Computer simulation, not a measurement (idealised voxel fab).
Title: Process Module voxel self aligned contacts
It is cross-section cut that appears here, measuring 270 nm in width, its square cells being 5 nm in size.
Cross-section format: a grid of square cells, given as bands from top to bottom; each band is one or more rows of cells.
Quick guide to a band line: top height, bottom height (nm) up front; then every material left to right with its width in nm. Only one material and it's marked "throughout"? Then it fills the band edge to edge. And "blank" just means empty space.
Height reference: 0 = level under which incoming wafer is all one material. Lowest band: no bottom, runs on downward, e.g. "0 -> down".
A two-number width, for instance "30 to 40", indicates that the width is equal to the first number in the top row of the band and to the second number in the bottom row, and that it changes by a constant amount per row of cells.
The cross-section has no changed cell in any step marked "nothing got changed".
Closed-off voids of 8+ cells (no open route to the top) go in "Trapped voids", written width x height at distance from the left edge, in nm.
after a step's settings: what the simulator itself notes on the step
overlay nm: how far to the right of its planned place the mask lay on this masked step (negative: to the left).
## List of planned process steps
1: RECEIVE [material Si]
2: OXIDIZE [depth nm 5]
3: DIRECTIONAL_DEP [material polySi] [thk nm 30]
4: DIRECTIONAL_DEP [material SiN] [thk nm 20]
5: DIRECTIONAL_DEP [material aC] [thk nm 10]
6: PATTERN [tone cover] [mask id GATE] [material resist] [width nm 30] [pitch nm 75] [thk nm 30] [overlay nm -15]
7: DIRECTIONAL_ETCH [etch materials aC] [depth nm 10]
8: STRIP [etch materials resist]
9: DIRECTIONAL_ETCH [etch materials SiN] [depth nm 20]
10: DIRECTIONAL_ETCH [etch materials polySi] [depth nm 30]
11: STRIP [etch materials aC]
12: CONFORMAL_DEP [material SiN] [thk nm 10]
13: DIRECTIONAL_ETCH [etch materials SiN] [depth nm 10]
14: FILL_DEP [material SiO2] [thk nm 20]
15: CMP [height nm 60]
16: DIRECTIONAL_DEP [material aC] [thk nm 10]
17: PATTERN [tone open] [mask id CONTACT] [material resist] [width nm 55] [thk nm 30] [overlay nm 0]
18: DIRECTIONAL_ETCH [etch materials aC] [depth nm 10]
19: STRIP [etch materials resist]
20: DIRECTIONAL_ETCH [etch materials SiO2] [depth nm 65]
21: STRIP [etch materials aC]
22: CONFORMAL_DEP [material TiN] [thk nm 5]
23: FILL_DEP [material Ru] [thk nm 5]
24: CMP [height nm 60]
25: CONFORMAL_DEP [material SiN] [thk nm 5]
The plan's step 6 overlay nm is the first wafer's value; the wafers differ in this setting and start identical.
## Here's the first of the wafers in cross-section, just as we got it, i.e. after step 1
- 0 -> down = Si throughout
- Trapped voids: none
## Every row in this table is a wafer at the end of the module, and it gives, for each of the materials, the cells that wafer has gained (+) or lost (-) since it was received, then its closed voids
overlay nm -15 | +42 Ru | -54 Si | +182 SiN | +425 SiO2 | +35 TiN | +72 polySi | Trapped voids: none
overlay nm -10 | +42 Ru | -54 Si | +182 SiN | +425 SiO2 | +35 TiN | +72 polySi | Trapped voids: none
overlay nm -5 | +42 Ru | -54 Si | +182 SiN | +425 SiO2 | +35 TiN | +72 polySi | Trapped voids: none
overlay nm 0 | +42 Ru | -54 Si | +182 SiN | +425 SiO2 | +35 TiN | +72 polySi | Trapped voids: none
overlay nm 5 | +42 Ru | -54 Si | +182 SiN | +425 SiO2 | +35 TiN | +72 polySi | Trapped voids: none
overlay nm 10 | +42 Ru | -54 Si | +182 SiN | +425 SiO2 | +35 TiN | +72 polySi | Trapped voids: none
overlay nm 15 | +42 Ru | -54 Si | +182 SiN | +425 SiO2 | +35 TiN | +72 polySi | Trapped voids: none
